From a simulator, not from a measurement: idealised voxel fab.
The name of this process module is voxel wiring stack.
Section cut is 270 nm wide and gridded with 5 nm square cells.
This document writes a cross-section as a grid whose cells are square, and gives it as bands, listed from the top down; one or more rows of cells form a band.
Band: top height; bottom height; in nm. Then, left to right: material with width in nm, for each material. "throughout": a single material spanning edge to edge. "blank": empty space.
Height is counted from the level 0, under which the received wafer is composed throughout of one material. The lowest of the bands is not closed at the bottom but continues downward, in the notation "0 nm and below".
Read "30->40" as a graded width: first number on top, second number at the bottom, same change between each pair of neighbouring rows.
Step marked "no modification"? Then no cell in the cross-section changed in it.
If an empty space has no open way to the top and is at least 8 cells in size, "Closed void entries" lists it, written width x height at distance, where distance is measured from the left edge and every value is in nm.
On each step's line, the part that comes after the settings is the simulator's own comment on the step.
overlay nm: mask offset rightward from planned place, masked step; negative means leftward offset.

# These are the steps we planned for the process
step 1: RECEIVE (material Si)
step 2: CONFORMAL_DEP (material SiO2; thk nm 10)
step 3: CONFORMAL_DEP (material SiCN; thk nm 5)
step 4: DIRECTIONAL_DEP (material SiO2; thk nm 20)
step 5: DIRECTIONAL_DEP (material aC; thk nm 10)
step 6: PATTERN (tone open; mask id METAL_1; material resist; width nm 20; pitch nm 45; thk nm 30; overlay nm 0)
step 7: DIRECTIONAL_ETCH (etch materials aC; depth nm 10)
step 8: STRIP (etch materials resist)
step 9: DIRECTIONAL_ETCH (etch materials SiO2; depth nm 20)
step 10: DIRECTIONAL_ETCH (etch materials SiCN; depth nm 5)
step 11: STRIP (etch materials aC)
step 12: CONFORMAL_DEP (material TiN; thk nm 5)
step 13: FILL_DEP (material Cu; thk nm 10)
step 14: CMP (height nm 35)
step 15: EPI (material Ru; thk nm 5)
step 16: FILL_DEP (material SiCN; thk nm 5)
step 17: DIRECTIONAL_DEP (material SiO2; thk nm 20)
step 18: PATTERN (tone open; mask id PLUG_1; material resist; width nm 15; thk nm 15; overlay nm 0)
step 19: DIRECTIONAL_ETCH (etch materials SiO2; depth nm 20)
step 20: DIRECTIONAL_ETCH (etch materials SiCN; depth nm 5)
step 21: STRIP (etch materials resist)
step 22: CONFORMAL_DEP (material TiN; thk nm 5)
step 23: FILL_DEP (material Ru; thk nm 5)
step 24: CMP (height nm 65)
step 25: DIRECTIONAL_DEP (material TiN; thk nm 5)
step 26: DIRECTIONAL_DEP (material Ru; thk nm 25)
step 27: MASKED_ETCH (tone cover; mask id METAL_2; width nm 20; pitch nm 45; etch materials Ru; depth nm 25; overlay nm 0)
step 28: MASKED_ETCH (tone cover; mask id METAL_2; width nm 20; pitch nm 45; etch materials TiN; depth nm 5; overlay nm 0)
step 29: CONFORMAL_DEP (material SiN; thk nm 5)
step 30: FILL_DEP (material lowk; thk nm 5)
step 31: CMP (height nm 95)
step 32: CONFORMAL_DEP (material SiCN; thk nm 5)
step 33: DIRECTIONAL_DEP (material SiO2; thk nm 15)
step 34: PATTERN (tone open; mask id PLUG_2; material resist; width nm 15; pitch nm 45; thk nm 15; overlay nm 0)
step 35: DIRECTIONAL_ETCH (etch materials SiO2; depth nm 15)
step 36: DIRECTIONAL_ETCH (etch materials SiCN; depth nm 5)
step 37: STRIP (etch materials resist)
step 38: CONFORMAL_DEP (material TiN; thk nm 5)
step 39: FILL_DEP (material Ru; thk nm 10)
step 40: CMP (height nm 115)
step 41: DIRECTIONAL_DEP (material TiN; thk nm 5)
step 42: DIRECTIONAL_DEP (material Ru; thk nm 15)
step 43: MASKED_ETCH (tone cover; mask id METAL_3; width nm 20; pitch nm 45; etch materials Ru; depth nm 15; overlay nm 0)
step 44: MASKED_ETCH (tone cover; mask id METAL_3; width nm 20; pitch nm 45; etch materials TiN; depth nm 5; overlay nm 0)
step 45: CONFORMAL_DEP (material SiCN; thk nm 5)
step 46: FILL_DEP (material SiO2; thk nm 10)
step 47: CMP (height nm 135)
step 48: CONFORMAL_DEP (material SiCN; thk nm 5)

# The first of the two wafers, which ran as planned

# Delivered wafer in cross-section: state after step 1
> 0 nm and below = Si throughout
> Closed void entries: none

# Wafer xsec, post step 2
> 10 nm to 0 nm = SiO2 throughout
> For the remainder of the cross-section, below 0, there is no change.

# Wafer xsec, post step 3
> 15 nm to 10 nm = SiCN throughout
> For the remainder of the cross-section, below 10, there is no change.

# Wafer xsec, post step 4
> 35 nm to 15 nm = SiO2 throughout
> For the remainder of the cross-section, below 15, there is no change.

# Wafer xsec, post step 5
> 45 nm to 35 nm = aC throughout
> For the remainder of the cross-section, below 35, there is no change.

# Wafer xsec, post step 6
> 75 nm to 45 nm = resist: 100 / blank: 20 / resist: 25 / blank: 20 / resist: 105
> For the remainder of the cross-section, below 45, there is no change.

# Wafer xsec, post step 7
> 65 nm to 45 nm = resist: 100 / blank: 20 / resist: 25 / blank: 20 / resist: 105
> 45 nm to 35 nm = aC: 100 / blank: 20 / aC: 25 / blank: 20 / aC: 105
> For the remainder of the cross-section, below 35, there is no change.

# Wafer xsec, post step 8
> 45 nm to 35 nm = aC: 100 / blank: 20 / aC: 25 / blank: 20 / aC: 105
> For the remainder of the cross-section, below 35, there is no change.

# Wafer xsec, post step 9
> 45 nm to 35 nm = aC: 100 / blank: 20 / aC: 25 / blank: 20 / aC: 105
> 35 nm to 15 nm = SiO2: 100 / blank: 20 / SiO2: 25 / blank: 20 / SiO2: 105
> For the remainder of the cross-section, below 15, there is no change.

# Wafer xsec, post step 10
> 45 nm to 35 nm = aC: 100 / blank: 20 / aC: 25 / blank: 20 / aC: 105
> 35 nm to 15 nm = SiO2: 100 / blank: 20 / SiO2: 25 / blank: 20 / SiO2: 105
> 15 nm to 10 nm = SiCN: 100 / blank: 20 / SiCN: 25 / blank: 20 / SiCN: 105
> For the remainder of the cross-section, below 10, there is no change.

# Wafer xsec, post step 11
> 35 nm to 15 nm = SiO2: 100 / blank: 20 / SiO2: 25 / blank: 20 / SiO2: 105
> For the remainder of the cross-section, below 15, there is no change.

# Wafer xsec, post step 12
> 40 nm to 35 nm = TiN: 105 / blank: 10 / TiN: 35 / blank: 10 / TiN: 110
> 35 nm to 15 nm = SiO2: 100 / TiN: 5 / blank: 10 / TiN: 5 / SiO2: 25 / TiN: 5 / blank: 10 / TiN: 5 / SiO2: 105
> 15 nm to 10 nm = SiCN: 100 / TiN: 20 / SiCN: 25 / TiN: 20 / SiCN: 105
> For the remainder of the cross-section, below 10, there is no change.

# Wafer xsec, post step 13
> 50 nm to 40 nm = Cu throughout
> 40 nm to 35 nm = TiN: 105 / Cu: 10 / TiN: 35 / Cu: 10 / TiN: 110
> 35 nm to 15 nm = SiO2: 100 / TiN: 5 / Cu: 10 / TiN: 5 / SiO2: 25 / TiN: 5 / Cu: 10 / TiN: 5 / SiO2: 105
> For the remainder of the cross-section, below 15, there is no change.

# Wafer xsec, post step 14
> 35 nm to 15 nm = SiO2: 100 / TiN: 5 / Cu: 10 / TiN: 5 / SiO2: 25 / TiN: 5 / Cu: 10 / TiN: 5 / SiO2: 105
> For the remainder of the cross-section, below 15, there is no change.

# Wafer xsec, post step 15
> 40 nm to 35 nm = blank: 95 / Ru: 30 / blank: 15 / Ru: 30 / blank: 100
> For the remainder of the cross-section, below 35, there is no change.

# Wafer xsec, post step 16
> 45 nm to 40 nm = SiCN throughout
> 40 nm to 35 nm = SiCN: 95 / Ru: 30 / SiCN: 15 / Ru: 30 / SiCN: 100
> For the remainder of the cross-section, below 35, there is no change.

# Wafer xsec, post step 17
> 65 nm to 45 nm = SiO2 throughout
> For the remainder of the cross-section, below 45, there is no change.

# Wafer xsec, post step 18
> 80 nm to 65 nm = resist: 100 / blank: 15 / resist: 155
> For the remainder of the cross-section, below 65, there is no change.

# Wafer xsec, post step 19
> 80 nm to 65 nm = resist: 100 / blank: 15 / resist: 155
> 65 nm to 45 nm = SiO2: 100 / blank: 15 / SiO2: 155
> For the remainder of the cross-section, below 45, there is no change.

# Wafer xsec, post step 20
> 80 nm to 65 nm = resist: 100 / blank: 15 / resist: 155
> 65 nm to 45 nm = SiO2: 100 / blank: 15 / SiO2: 155
> 45 nm to 40 nm = SiCN: 100 / blank: 15 / SiCN: 155
> For the remainder of the cross-section, below 40, there is no change.

# Wafer xsec, post step 21
> 65 nm to 45 nm = SiO2: 100 / blank: 15 / SiO2: 155
> For the remainder of the cross-section, below 45, there is no change.

# Wafer xsec, post step 22
> 70 nm to 65 nm = TiN: 105 / blank: 5 / TiN: 160
> 65 nm to 45 nm = SiO2: 100 / TiN: 5 / blank: 5 / TiN: 5 / SiO2: 155
> 45 nm to 40 nm = SiCN: 100 / TiN: 15 / SiCN: 155
> For the remainder of the cross-section, below 40, there is no change.

# Wafer xsec, post step 23
> 75 nm to 70 nm = Ru throughout
> 70 nm to 65 nm = TiN: 105 / Ru: 5 / TiN: 160
> 65 nm to 45 nm = SiO2: 100 / TiN: 5 / Ru: 5 / TiN: 5 / SiO2: 155
> For the remainder of the cross-section, below 45, there is no change.

# Wafer xsec, post step 24
> 65 nm to 45 nm = SiO2: 100 / TiN: 5 / Ru: 5 / TiN: 5 / SiO2: 155
> For the remainder of the cross-section, below 45, there is no change.

# Wafer xsec, post step 25
> 70 nm to 65 nm = TiN throughout
> For the remainder of the cross-section, below 65, there is no change.

# Wafer xsec, post step 26
> 95 nm to 70 nm = Ru throughout
> For the remainder of the cross-section, below 70, there is no change.

# Wafer xsec, post step 27
> 95 nm to 70 nm = blank: 100 / Ru: 20 / blank: 25 / Ru: 20 / blank: 105
> For the remainder of the cross-section, below 70, there is no change.

# Wafer xsec, post step 28
> 95 nm to 70 nm = blank: 100 / Ru: 20 / blank: 25 / Ru: 20 / blank: 105
> 70 nm to 65 nm = blank: 100 / TiN: 20 / blank: 25 / TiN: 20 / blank: 105
> For the remainder of the cross-section, below 65, there is no change.

# Wafer xsec, post step 29
> 100 nm to 95 nm = blank: 95 / SiN: 30 / blank: 15 / SiN: 30 / blank: 100
> 95 nm to 70 nm = blank: 95 / SiN: 5 / Ru: 20 / SiN: 5 / blank: 15 / SiN: 5 / Ru: 20 / SiN: 5 / blank: 100
> 70 nm to 65 nm = SiN: 100 / TiN: 20 / SiN: 25 / TiN: 20 / SiN: 105
> For the remainder of the cross-section, below 65, there is no change.

# Wafer xsec, post step 30
> 105 nm to 100 nm = lowk throughout
> 100 nm to 95 nm = lowk: 95 / SiN: 30 / lowk: 15 / SiN: 30 / lowk: 100
> 95 nm to 70 nm = lowk: 95 / SiN: 5 / Ru: 20 / SiN: 5 / lowk: 15 / SiN: 5 / Ru: 20 / SiN: 5 / lowk: 100
> For the remainder of the cross-section, below 70, there is no change.

# Wafer xsec, post step 31
> 95 nm to 70 nm = lowk: 95 / SiN: 5 / Ru: 20 / SiN: 5 / lowk: 15 / SiN: 5 / Ru: 20 / SiN: 5 / lowk: 100
> For the remainder of the cross-section, below 70, there is no change.

# Wafer xsec, post step 32
> 100 nm to 95 nm = SiCN throughout
> For the remainder of the cross-section, below 95, there is no change.

# Wafer xsec, post step 33
> 115 nm to 100 nm = SiO2 throughout
> For the remainder of the cross-section, below 100, there is no change.

# Wafer xsec, post step 34
> 130 nm to 115 nm = resist: 100 / blank: 15 / resist: 30 / blank: 15 / resist: 110
> For the remainder of the cross-section, below 115, there is no change.

# Wafer xsec, post step 35
> 130 nm to 115 nm = resist: 100 / blank: 15 / resist: 30 / blank: 15 / resist: 110
> 115 nm to 100 nm = SiO2: 100 / blank: 15 / SiO2: 30 / blank: 15 / SiO2: 110
> For the remainder of the cross-section, below 100, there is no change.

# Wafer xsec, post step 36
> 130 nm to 115 nm = resist: 100 / blank: 15 / resist: 30 / blank: 15 / resist: 110
> 115 nm to 100 nm = SiO2: 100 / blank: 15 / SiO2: 30 / blank: 15 / SiO2: 110
> 100 nm to 95 nm = SiCN: 100 / blank: 15 / SiCN: 30 / blank: 15 / SiCN: 110
> For the remainder of the cross-section, below 95, there is no change.

# Wafer xsec, post step 37
> 115 nm to 100 nm = SiO2: 100 / blank: 15 / SiO2: 30 / blank: 15 / SiO2: 110
> For the remainder of the cross-section, below 100, there is no change.

# Wafer xsec, post step 38
> 120 nm to 115 nm = TiN: 105 / blank: 5 / TiN: 40 / blank: 5 / TiN: 115
> 115 nm to 100 nm = SiO2: 100 / TiN: 5 / blank: 5 / TiN: 5 / SiO2: 30 / TiN: 5 / blank: 5 / TiN: 5 / SiO2: 110
> 100 nm to 95 nm = SiCN: 100 / TiN: 15 / SiCN: 30 / TiN: 15 / SiCN: 110
> For the remainder of the cross-section, below 95, there is no change.

# Wafer xsec, post step 39
> 130 nm to 120 nm = Ru throughout
> 120 nm to 115 nm = TiN: 105 / Ru: 5 / TiN: 40 / Ru: 5 / TiN: 115
> 115 nm to 100 nm = SiO2: 100 / TiN: 5 / Ru: 5 / TiN: 5 / SiO2: 30 / TiN: 5 / Ru: 5 / TiN: 5 / SiO2: 110
> For the remainder of the cross-section, below 100, there is no change.

# Wafer xsec, post step 40
> 115 nm to 100 nm = SiO2: 100 / TiN: 5 / Ru: 5 / TiN: 5 / SiO2: 30 / TiN: 5 / Ru: 5 / TiN: 5 / SiO2: 110
> For the remainder of the cross-section, below 100, there is no change.

# Wafer xsec, post step 41
> 120 nm to 115 nm = TiN throughout
> For the remainder of the cross-section, below 115, there is no change.

# Wafer xsec, post step 42
> 135 nm to 120 nm = Ru throughout
> For the remainder of the cross-section, below 120, there is no change.

# Wafer xsec, post step 43
> 135 nm to 120 nm = blank: 100 / Ru: 20 / blank: 25 / Ru: 20 / blank: 105
> For the remainder of the cross-section, below 120, there is no change.

# Wafer xsec, post step 44
> 135 nm to 120 nm = blank: 100 / Ru: 20 / blank: 25 / Ru: 20 / blank: 105
> 120 nm to 115 nm = blank: 100 / TiN: 20 / blank: 25 / TiN: 20 / blank: 105
> For the remainder of the cross-section, below 115, there is no change.

# Wafer xsec, post step 45
> 140 nm to 135 nm = blank: 95 / SiCN: 30 / blank: 15 / SiCN: 30 / blank: 100
> 135 nm to 120 nm = blank: 95 / SiCN: 5 / Ru: 20 / SiCN: 5 / blank: 15 / SiCN: 5 / Ru: 20 / SiCN: 5 / blank: 100
> 120 nm to 115 nm = SiCN: 100 / TiN: 20 / SiCN: 25 / TiN: 20 / SiCN: 105
> For the remainder of the cross-section, below 115, there is no change.

# Wafer xsec, post step 46
> 150 nm to 140 nm = SiO2 throughout
> 140 nm to 135 nm = SiO2: 95 / SiCN: 30 / SiO2: 15 / SiCN: 30 / SiO2: 100
> 135 nm to 120 nm = SiO2: 95 / SiCN: 5 / Ru: 20 / SiCN: 5 / SiO2: 15 / SiCN: 5 / Ru: 20 / SiCN: 5 / SiO2: 100
> For the remainder of the cross-section, below 120, there is no change.

# Wafer xsec, post step 47
> 135 nm to 120 nm = SiO2: 95 / SiCN: 5 / Ru: 20 / SiCN: 5 / SiO2: 15 / SiCN: 5 / Ru: 20 / SiCN: 5 / SiO2: 100
> For the remainder of the cross-section, below 120, there is no change.

# Wafer xsec, post step 48
> 140 nm to 135 nm = SiCN throughout
> For the remainder of the cross-section, below 135, there is no change.

# Second of two: same start, same plan, one run error; steps up to and including 47 match the first

# Cross-section of the second wafer at the time step 48 of the plan should have ended
> 150 nm to 135 nm = SiCN throughout
> For the remainder of the cross-section, below 135, there is no change.
Misprocessing identified: step 48 ran differently from the plan; actual operation with settings: CONFORMAL_DEP (material SiCN; thk nm 15)
Final difference in cells, second wafer against first, listed per material as more or fewer: 108 more of SiCN
